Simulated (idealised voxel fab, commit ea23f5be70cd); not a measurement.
process module | voxel quadruple lines
The width of the displayed cross-section, cut, is 280 nm; its cells are square, with a size of 5 nm.
Bands, listed from the top down, are how a cross-section gets written in this document; the cross-section itself is a grid of square cells, and a band is one or more rows of them.
Each band's line starts with the height of the band's top and of its bottom, in nm. Then come its materials from left to right, each with its width in nm. One material with "edge to edge" fills the band from edge to edge. "blank" is empty space.
Ref level 0: as-received wafer is one material below here. Bottom band extends down with no lower bound ("top 0, no bottom").
A width such as "30->40" changes by the same amount from each row of cells to the next, from the band's top row to its bottom row.
For the purposes of this document, the phrase "remained unchanged" attached to a step denotes that no cell within the cross-section was modified by that step.
"Sealed internal voids" lists enclosed empty spaces (at least 8 cells, no open path upward to the top), each as width x height at distance from the left edge, in nm.
Where a step's line continues beyond its settings, the continuation is a remark by the simulator itself on that step.
On any step carrying a mask, the "overlay nm" setting, if present on the step's line, tells how far right of its planned place the mask lay; negative values point to the left.
## Here's what the planned process steps look like
- 1: RECEIVE, material Si
- 2: CONFORMAL_DEP, material SiO2, thk nm 5
- 3: DIRECTIONAL_DEP, material W, thk nm 15
- 4: DIRECTIONAL_DEP, material polySi, thk nm 20
- 5: DIRECTIONAL_DEP, material aC, thk nm 20
- 6: PATTERN, tone cover, mask id MANDREL, material resist, width nm 25, thk nm 30, overlay nm 0
- 7: DIRECTIONAL_ETCH, etch materials aC, depth nm 20
- 8: STRIP, etch materials resist
- 9: CONFORMAL_DEP, material SiO2, thk nm 15
- 10: DIRECTIONAL_ETCH, etch materials SiO2, depth nm 15
- 11: STRIP, etch materials aC
- 12: DIRECTIONAL_ETCH, etch materials polySi, depth nm 20
- 13: STRIP, etch materials SiO2
- 14: CONFORMAL_DEP, material SiCN, thk nm 5
- 15: DIRECTIONAL_ETCH, etch materials SiCN, depth nm 5
- 16: STRIP, etch materials polySi
- 17: DIRECTIONAL_ETCH, etch materials W, depth nm 15
- 18: STRIP, etch materials SiCN
## Run as planned: first of two wafers
## The cross-section here shows the wafer as received, i.e. in its state after step 1
    top 0, no bottom | Si edge to edge
    Sealed internal voids: none
## Sectional view: wafer, after step 2
    top 5, bottom 0 | SiO2 edge to edge
    Whatever lies below 0 is exactly as it was before.
## Sectional view: wafer, after step 3
    top 20, bottom 5 | W edge to edge
    Whatever lies below 5 is exactly as it was before.
## Sectional view: wafer, after step 4
    top 40, bottom 20 | polySi edge to edge
    Whatever lies below 20 is exactly as it was before.
## Sectional view: wafer, after step 5
    top 60, bottom 40 | aC edge to edge
    Whatever lies below 40 is exactly as it was before.
## Sectional view: wafer, after step 6
    top 90, bottom 60 | 125 nm blank / 25 nm resist / 130 nm blank
    Whatever lies below 60 is exactly as it was before.
## Sectional view: wafer, after step 7
    top 70, bottom 60 | 125 nm blank / 25 nm resist / 130 nm blank
    top 60, bottom 40 | 125 nm blank / 25 nm aC / 130 nm blank
    Whatever lies below 40 is exactly as it was before.
## Sectional view: wafer, after step 8
    top 60, bottom 40 | 125 nm blank / 25 nm aC / 130 nm blank
    Whatever lies below 40 is exactly as it was before.
## Sectional view: wafer, after step 9
    top 75, bottom 60 | 110 nm blank / 55 nm SiO2 / 115 nm blank
    top 60, bottom 55 | 110 nm blank / 15 nm SiO2 / 25 nm aC / 15 nm SiO2 / 115 nm blank
    top 55, bottom 40 | 125 nm SiO2 / 25 nm aC / 130 nm SiO2
    Whatever lies below 40 is exactly as it was before.
## Sectional view: wafer, after step 10
    top 60, bottom 40 | 110 nm blank / 15 nm SiO2 / 25 nm aC / 15 nm SiO2 / 115 nm blank
    Whatever lies below 40 is exactly as it was before.
## Sectional view: wafer, after step 11
    top 60, bottom 40 | 110 nm blank / 15 nm SiO2 / 25 nm blank / 15 nm SiO2 / 115 nm blank
    Whatever lies below 40 is exactly as it was before.
## Sectional view: wafer, after step 12
    top 60, bottom 40 | 110 nm blank / 15 nm SiO2 / 25 nm blank / 15 nm SiO2 / 115 nm blank
    top 40, bottom 20 | 110 nm blank / 15 nm polySi / 25 nm blank / 15 nm polySi / 115 nm blank
    Whatever lies below 20 is exactly as it was before.
## Sectional view: wafer, after step 13
    top 40, bottom 20 | 110 nm blank / 15 nm polySi / 25 nm blank / 15 nm polySi / 115 nm blank
    Whatever lies below 20 is exactly as it was before.
## Sectional view: wafer, after step 14
    top 45, bottom 40 | 105 nm blank / 25 nm SiCN / 15 nm blank / 25 nm SiCN / 110 nm blank
    top 40, bottom 25 | 105 nm blank / 5 nm SiCN / 15 nm polySi / 5 nm SiCN / 15 nm blank / 5 nm SiCN / 15 nm polySi / 5 nm SiCN / 110 nm blank
    top 25, bottom 20 | 110 nm SiCN / 15 nm polySi / 25 nm SiCN / 15 nm polySi / 115 nm SiCN
    Whatever lies below 20 is exactly as it was before.
## Sectional view: wafer, after step 15
    top 40, bottom 20 | 105 nm blank / 5 nm SiCN / 15 nm polySi / 5 nm SiCN / 15 nm blank / 5 nm SiCN / 15 nm polySi / 5 nm SiCN / 110 nm blank
    Whatever lies below 20 is exactly as it was before.
## Sectional view: wafer, after step 16
    top 40, bottom 20 | 105 nm blank / 5 nm SiCN / 15 nm blank / 5 nm SiCN / 15 nm blank / 5 nm SiCN / 15 nm blank / 5 nm SiCN / 110 nm blank
    Whatever lies below 20 is exactly as it was before.
## Sectional view: wafer, after step 17
    top 40, bottom 20 | 105 nm blank / 5 nm SiCN / 15 nm blank / 5 nm SiCN / 15 nm blank / 5 nm SiCN / 15 nm blank / 5 nm SiCN / 110 nm blank
    top 20, bottom 5 | 105 nm blank / 5 nm W / 15 nm blank / 5 nm W / 15 nm blank / 5 nm W / 15 nm blank / 5 nm W / 110 nm blank
    Whatever lies below 5 is exactly as it was before.
## Sectional view: wafer, after step 18
    top 20, bottom 5 | 105 nm blank / 5 nm W / 15 nm blank / 5 nm W / 15 nm blank / 5 nm W / 15 nm blank / 5 nm W / 110 nm blank
    Whatever lies below 5 is exactly as it was before.
## The second wafer: identical to the first at the outset and in its planned sequence, differing only in that one mistake was made during processing; up to and including step 5, its path is the first wafer's path
## Second wafer cross-section, taken as of the time the plan sets for step 6 to be done
    top 90, bottom 60 | 125 nm resist / 25 nm blank / 130 nm resist
    Whatever lies below 60 is exactly as it was before.
## Second wafer cross-section, taken as of the time the plan sets for step 7 to be done
    top 70, bottom 60 | 125 nm resist / 25 nm blank / 130 nm resist
    top 60, bottom 40 | 125 nm aC / 25 nm blank / 130 nm aC
    Whatever lies below 40 is exactly as it was before.
## Second wafer cross-section, taken as of the time the plan sets for step 8 to be done
    top 60, bottom 40 | 125 nm aC / 25 nm blank / 130 nm aC
    Whatever lies below 40 is exactly as it was before.
## Second wafer cross-section, taken as of the time the plan sets for step 9 to be done
    top 75, bottom 60 | SiO2 edge to edge
    top 60, bottom 40 | 125 nm aC / 25 nm SiO2 / 130 nm aC
    Whatever lies below 40 is exactly as it was before.
## Second wafer cross-section, taken as of the time the plan sets for step 10 to be done
    top 60, bottom 40 | 125 nm aC / 25 nm SiO2 / 130 nm aC
    Whatever lies below 40 is exactly as it was before.
## Second wafer cross-section, taken as of the time the plan sets for step 11 to be done
    top 60, bottom 40 | 125 nm blank / 25 nm SiO2 / 130 nm blank
    Whatever lies below 40 is exactly as it was before.
## Second wafer cross-section, taken as of the time the plan sets for step 12 to be done
    top 60, bottom 40 | 125 nm blank / 25 nm SiO2 / 130 nm blank
    top 40, bottom 20 | 125 nm blank / 25 nm polySi / 130 nm blank
    Whatever lies below 20 is exactly as it was before.
## Second wafer cross-section, taken as of the time the plan sets for step 13 to be done
    top 40, bottom 20 | 125 nm blank / 25 nm polySi / 130 nm blank
    Whatever lies below 20 is exactly as it was before.
## Second wafer cross-section, taken as of the time the plan sets for step 14 to be done
    top 45, bottom 40 | 120 nm blank / 35 nm SiCN / 125 nm blank
    top 40, bottom 25 | 120 nm blank / 5 nm SiCN / 25 nm polySi / 5 nm SiCN / 125 nm blank
    top 25, bottom 20 | 125 nm SiCN / 25 nm polySi / 130 nm SiCN
    Whatever lies below 20 is exactly as it was before.
## Second wafer cross-section, taken as of the time the plan sets for step 15 to be done
    top 40, bottom 20 | 120 nm blank / 5 nm SiCN / 25 nm polySi / 5 nm SiCN / 125 nm blank
    Whatever lies below 20 is exactly as it was before.
## Second wafer cross-section, taken as of the time the plan sets for step 16 to be done
    top 40, bottom 20 | 120 nm blank / 5 nm SiCN / 25 nm blank / 5 nm SiCN / 125 nm blank
    Whatever lies below 20 is exactly as it was before.
## Second wafer cross-section, taken as of the time the plan sets for step 17 to be done
    top 40, bottom 20 | 120 nm blank / 5 nm SiCN / 25 nm blank / 5 nm SiCN / 125 nm blank
    top 20, bottom 5 | 120 nm blank / 5 nm W / 25 nm blank / 5 nm W / 125 nm blank
    Whatever lies below 5 is exactly as it was before.
## Second wafer cross-section, taken as of the time the plan sets for step 18 to be done
    top 20, bottom 5 | 120 nm blank / 5 nm W / 25 nm blank / 5 nm W / 125 nm blank
    Whatever lies below 5 is exactly as it was before.
Diagnosis: rather than as planned, step 6 actually ran as PATTERN, tone open, mask id MANDREL, material resist, width nm 25, thk nm 30, overlay nm 0
Count the cells at the end and the second wafer has more or fewer of some materials than the first: W: 6 fewer
